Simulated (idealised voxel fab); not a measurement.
process module | voxel tone inversion
cross-section cut | 145 nm wide | cells 5 nm
A cross-section is a grid of square cells, given in bands from the top down. A band is one or more rows of cells.
Each band's line starts with the height of the band's top and of its bottom, in nm. Then come its materials from left to right, each with its width in nm. One material with "throughout" fills the band from edge to edge. "air" is empty space.
Height 0 is the level under which the wafer as received is all one material. The lowest band goes on downwards, as in "0 down".
A width such as "30 to 40" changes by the same amount from each row of cells to the next, from the band's top row to its bottom row.
"no change" after a step means that no cell of the cross-section changed.
closed voids: empty space of 8 cells or more with no open way to the top, each as width x height at its distance from the left edge, in nm
after a step's settings: what the simulator itself notes on the step
overlay nm, on a step with a mask: how far to the right of its planned place the mask lay; to the left if negative
plan
1 op RECEIVE | material Si
2 op CONFORMAL_DEP | material SiN | thk nm 10
3 op DIRECTIONAL_DEP | material polySi | thk nm 15
4 op PATTERN | tone cover | mask id POSTS | material resist | width nm 15 | pitch nm 30 | thk nm 25 | overlay nm 0
5 op DIRECTIONAL_ETCH | etch materials polySi | depth nm 15
6 op STRIP | etch materials resist
7 op FILL_DEP | material SiO2 | thk nm 10
8 op CMP | height nm 25
9 op STRIP | etch materials polySi
10 op CONFORMAL_DEP | material TiN | thk nm 5
11 op FILL_DEP | material Ru | thk nm 10
12 op CMP | height nm 25
13 op CONFORMAL_DEP | material SiCN | thk nm 5
first wafer, as planned
as received, after step 1
  0 down: Si throughout
  closed voids: none
after step 2
  10 to 0: SiN throughout
  below 0: unchanged
after step 3
  25 to 10: polySi throughout
  below 10: unchanged
after step 4
  50 to 25: air 35 | resist 15 | air 15 | resist 15 | air 15 | resist 15 | air 35
  below 25: unchanged
after step 5
  50 to 25: air 35 | resist 15 | air 15 | resist 15 | air 15 | resist 15 | air 35
  25 to 10: air 35 | polySi 15 | air 15 | polySi 15 | air 15 | polySi 15 | air 35
  below 10: unchanged
after step 6
  25 to 10: air 35 | polySi 15 | air 15 | polySi 15 | air 15 | polySi 15 | air 35
  below 10: unchanged
after step 7
  35 to 25: SiO2 throughout
  25 to 10: SiO2 35 | polySi 15 | SiO2 15 | polySi 15 | SiO2 15 | polySi 15 | SiO2 35
  below 10: unchanged
after step 8
  25 to 10: SiO2 35 | polySi 15 | SiO2 15 | polySi 15 | SiO2 15 | polySi 15 | SiO2 35
  below 10: unchanged
after step 9
  25 to 10: SiO2 35 | air 15 | SiO2 15 | air 15 | SiO2 15 | air 15 | SiO2 35
  below 10: unchanged
after step 10
  30 to 25: TiN 40 | air 5 | TiN 25 | air 5 | TiN 25 | air 5 | TiN 40
  25 to 15: SiO2 35 | TiN 5 | air 5 | TiN 5 | SiO2 15 | TiN 5 | air 5 | TiN 5 | SiO2 15 | TiN 5 | air 5 | TiN 5 | SiO2 35
  15 to 10: SiO2 35 | TiN 15 | SiO2 15 | TiN 15 | SiO2 15 | TiN 15 | SiO2 35
  below 10: unchanged
after step 11
  40 to 30: Ru throughout
  30 to 25: TiN 40 | Ru 5 | TiN 25 | Ru 5 | TiN 25 | Ru 5 | TiN 40
  25 to 15: SiO2 35 | TiN 5 | Ru 5 | TiN 5 | SiO2 15 | TiN 5 | Ru 5 | TiN 5 | SiO2 15 | TiN 5 | Ru 5 | TiN 5 | SiO2 35
  below 15: unchanged
after step 12
  25 to 15: SiO2 35 | TiN 5 | Ru 5 | TiN 5 | SiO2 15 | TiN 5 | Ru 5 | TiN 5 | SiO2 15 | TiN 5 | Ru 5 | TiN 5 | SiO2 35
  below 15: unchanged
after step 13
  30 to 25: SiCN throughout
  below 25: unchanged
second wafer: like start, like plan, one mistake. Through step 11 it matches the first wafer
when step 12 should have ended: no change
when step 13 should have ended
  45 to 40: SiCN throughout
  below 40: unchanged
what went wrong: step 12 was left out
at the end the second wafer has, in cells: 61 more of Ru | 26 more of TiN
